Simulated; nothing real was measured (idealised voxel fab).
process module | voxel spacer lines
cross-section cut | 210 nm wide | cells 5 nm
A cross-section is a grid of square cells, given in bands from the top down. A band is one or more rows of cells.
Each band's line starts with the height of the band's top and of its bottom, in nm. Then come its materials from left to right, each with its width in nm. One material with "throughout" fills the band from edge to edge. "air" is empty space.
Height 0 is the level under which the wafer as received is all one material. The lowest band goes on downwards, as in "0 down".
A width such as "30 to 40" changes by the same amount from each row of cells to the next, from the band's top row to its bottom row.
"no change" after a step means that no cell of the cross-section changed.
closed voids: empty space of 8 cells or more with no open way to the top, each as width x height at its distance from the left edge, in nm
after a step's settings: what the simulator itself notes on the step
overlay nm, on a step with a mask: how far to the right of its planned place the mask lay; to the left if negative
plan
1 op RECEIVE | material Si
2 op CONFORMAL_DEP | material Al2O3 | thk nm 5
3 op DIRECTIONAL_DEP | material polySi | thk nm 20
4 op DIRECTIONAL_DEP | material aC | thk nm 30
5 op PATTERN | tone cover | mask id MANDREL | material resist | width nm 25 | pitch nm 70 | thk nm 40 | overlay nm 0
6 op DIRECTIONAL_ETCH | etch materials aC | depth nm 30
7 op STRIP | etch materials resist
8 op CONFORMAL_DEP | material SiN | thk nm 10
9 op DIRECTIONAL_ETCH | etch materials SiN | depth nm 10
10 op STRIP | etch materials aC
11 op DIRECTIONAL_ETCH | etch materials polySi | depth nm 20
12 op STRIP | etch materials SiN
13 op FILL_DEP | material SiO2 | thk nm 5
14 op CMP | height nm 25
as received, after step 1
  0 down: Si throughout
  closed voids: none
a wafer at the end: this start, this plan, one mistake
  25 to 20: Al2O3 throughout
  20 to 0: polySi throughout
  0 down: Si throughout
  closed voids: none
what went wrong: steps 2 and 3 were swapped
